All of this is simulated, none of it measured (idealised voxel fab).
process module | voxel ribs on slabs
The cross-section shown here is cut; it is 300 nm wide and divided into square cells measuring 5 nm on a side.
A cross-section is a grid of square cells, given in bands from the top down. A band is one or more rows of cells.
Read a band's entry like this: the first values are the height of its top and the height of its bottom in nm, and what follows is the sequence of materials from left to right, each with its width in nm. Note that "empty" is empty space, and that a single material marked "all across" reaches across the band from edge to edge.
We count height from 0. Below that, the starting wafer is all one material. The lowest band never ends at the bottom but goes on down; see "0 -> down" for how that is written.
The two numbers in a width such as "30 to 40" mark its ends across the band: the first belongs to the top row of cells, the second to the bottom row, and from each row to the next the width moves by the same amount.
"stayed the same", as given for a step, is the statement that not any cell of the cross-section underwent a change during that step.
So "Voids, sealed" is basically the list of trapped voids: any empty space of 8 cells or more that can't reach the top through an opening. They're written width x height at distance, the distance being from the left edge, and it's all nm.
Formally, on a step line, whatever follows the settings is a remark that the simulator itself makes on the step.
Steps that use a mask can have "overlay nm" on their line. It says how far the mask sat to the right of where it was meant to be. Negative means to the left.

### Process steps - plan
1. RECEIVE, material Si
2. DIRECTIONAL_DEP, material SiO2, thk nm 30
3. DIRECTIONAL_DEP, material polySi, thk nm 20
4. MASKED_ETCH, tone cover, mask id RIB, width nm 20, etch materials polySi, depth nm 5, overlay nm 0
5. DIRECTIONAL_DEP, material aC, thk nm 10
6. PATTERN, tone cover, mask id SLAB, material resist, width nm 50, thk nm 30, overlay nm 0
7. DIRECTIONAL_ETCH, etch materials aC, depth nm 10
8. STRIP, etch materials resist
9. DIRECTIONAL_ETCH, etch materials polySi, depth nm 15
10. STRIP, etch materials aC
11. FILL_DEP, material SiO2, thk nm 25
12. CMP, height nm 70
13. DIRECTIONAL_DEP, material TiN, thk nm 10
14. PATTERN, tone cover, mask id HEATER, material resist, width nm 30, thk nm 15, overlay nm 0
15. DIRECTIONAL_ETCH, etch materials TiN, depth nm 10
16. STRIP, etch materials resist
17. CONFORMAL_DEP, material SiO2, thk nm 5

### Account of the first of two wafers, which was processed as intended

### as received, after step 1
0 -> down: Si all across
Voids, sealed: none

### The following cross-section depicts the wafer upon completion of step 2
30 -> 0: SiO2 all across
Under the height 0 nothing was changed.

### The following cross-section depicts the wafer upon completion of step 3
50 -> 30: polySi all across
Under the height 30 nothing was changed.

### The following cross-section depicts the wafer upon completion of step 4
50 -> 45: empty: 140  polySi: 20  empty: 140
Under the height 45 nothing was changed.

### The following cross-section depicts the wafer upon completion of step 5
60 -> 55: empty: 140  aC: 20  empty: 140
55 -> 50: aC all across
50 -> 45: aC: 140  polySi: 20  aC: 140
Under the height 45 nothing was changed.

### The following cross-section depicts the wafer upon completion of step 6
90 -> 60: empty: 125  resist: 50  empty: 125
60 -> 55: empty: 125  resist: 15  aC: 20  resist: 15  empty: 125
Under the height 55 nothing was changed.

### The following cross-section depicts the wafer upon completion of step 7
80 -> 60: empty: 125  resist: 50  empty: 125
60 -> 55: empty: 125  resist: 15  aC: 20  resist: 15  empty: 125
55 -> 50: empty: 125  aC: 50  empty: 125
50 -> 45: empty: 125  aC: 15  polySi: 20  aC: 15  empty: 125
Under the height 45 nothing was changed.

### The following cross-section depicts the wafer upon completion of step 8
60 -> 50: empty: 140 to 125  aC: 20 to 50  empty: 140 to 125
Under the height 50 nothing was changed.

### The following cross-section depicts the wafer upon completion of step 9
60 -> 50: empty: 140 to 125  aC: 20 to 50  empty: 140 to 125
50 -> 45: empty: 125  aC: 15  polySi: 20  aC: 15  empty: 125
45 -> 30: empty: 125  polySi: 50  empty: 125
Under the height 30 nothing was changed.

### The following cross-section depicts the wafer upon completion of step 10
50 -> 45: empty: 140  polySi: 20  empty: 140
Under the height 45 nothing was changed.

### The following cross-section depicts the wafer upon completion of step 11
75 -> 50: SiO2 all across
50 -> 45: SiO2: 140  polySi: 20  SiO2: 140
45 -> 30: SiO2: 125  polySi: 50  SiO2: 125
Under the height 30 nothing was changed.

### The following cross-section depicts the wafer upon completion of step 12
70 -> 50: SiO2 all across
Under the height 50 nothing was changed.

### The following cross-section depicts the wafer upon completion of step 13
80 -> 70: TiN all across
Under the height 70 nothing was changed.

### The following cross-section depicts the wafer upon completion of step 14
95 -> 80: empty: 135  resist: 30  empty: 135
Under the height 80 nothing was changed.

### The following cross-section depicts the wafer upon completion of step 15
95 -> 80: empty: 135  resist: 30  empty: 135
80 -> 70: empty: 135  TiN: 30  empty: 135
Under the height 70 nothing was changed.

### The following cross-section depicts the wafer upon completion of step 16
80 -> 70: empty: 135  TiN: 30  empty: 135
Under the height 70 nothing was changed.

### The following cross-section depicts the wafer upon completion of step 17
85 -> 80: empty: 130  SiO2: 40  empty: 130
80 -> 75: empty: 130  SiO2: 5  TiN: 30  SiO2: 5  empty: 130
75 -> 70: SiO2: 135  TiN: 30  SiO2: 135
Under the height 70 nothing was changed.

### Second Wafer (Identical Start and Plan, One Processing Error; Matches First Wafer Through Step 5)

### Cross-section of the second wafer at the time step 6 of the plan should have ended
90 -> 60: resist: 125  empty: 50  resist: 125
60 -> 55: resist: 125  empty: 15  aC: 20  empty: 15  resist: 125
Under the height 55 nothing was changed.

### Cross-section of the second wafer at the time step 7 of the plan should have ended
80 -> 55: resist: 125  empty: 50  resist: 125
55 -> 50: aC: 125  empty: 50  aC: 125
50 -> 45: aC: 125  empty: 15  polySi: 20  empty: 15  aC: 125
Under the height 45 nothing was changed.

### Cross-section of the second wafer at the time step 8 of the plan should have ended
55 -> 50: aC: 125  empty: 50  aC: 125
Under the height 50 nothing was changed.

### Cross-section of the second wafer at the time step 9 of the plan should have ended
55 -> 45: aC: 125  empty: 50  aC: 125
45 -> 35: polySi: 125  empty: 50  polySi: 125
35 -> 30: polySi: 125  empty: 15  polySi: 20  empty: 15  polySi: 125
Under the height 30 nothing was changed.

### Cross-section of the second wafer at the time step 10 of the plan should have ended
45 -> 35: polySi: 125  empty: 50  polySi: 125
Under the height 35 nothing was changed.

### Cross-section of the second wafer at the time step 11 of the plan should have ended
70 -> 45: SiO2 all across
45 -> 35: polySi: 125  SiO2: 50  polySi: 125
35 -> 30: polySi: 125  SiO2: 15  polySi: 20  SiO2: 15  polySi: 125
Under the height 30 nothing was changed.

Cross-section of the second wafer at the time step 12 of the plan should have ended: stayed the same

### Cross-section of the second wafer at the time step 13 of the plan should have ended
80 -> 70: TiN all across
Under the height 70 nothing was changed.

### Cross-section of the second wafer at the time step 14 of the plan should have ended
95 -> 80: empty: 135  resist: 30  empty: 135
Under the height 80 nothing was changed.

### Cross-section of the second wafer at the time step 15 of the plan should have ended
95 -> 80: empty: 135  resist: 30  empty: 135
80 -> 70: empty: 135  TiN: 30  empty: 135
Under the height 70 nothing was changed.

### Cross-section of the second wafer at the time step 16 of the plan should have ended
80 -> 70: empty: 135  TiN: 30  empty: 135
Under the height 70 nothing was changed.

### Cross-section of the second wafer at the time step 17 of the plan should have ended
85 -> 80: empty: 130  SiO2: 40  empty: 130
80 -> 75: empty: 130  SiO2: 5  TiN: 30  SiO2: 5  empty: 130
75 -> 70: SiO2: 135  TiN: 30  SiO2: 135
Under the height 70 nothing was changed.
In executing the process, a mistake was made relative to the plan: not per plan at step 6, really ran PATTERN, tone open, mask id SLAB, material resist, width nm 50, thk nm 30, overlay nm 0
The closing comparison, in cells, has the second wafer with more or fewer of some materials than the first: -120 SiO2 | +120 polySi
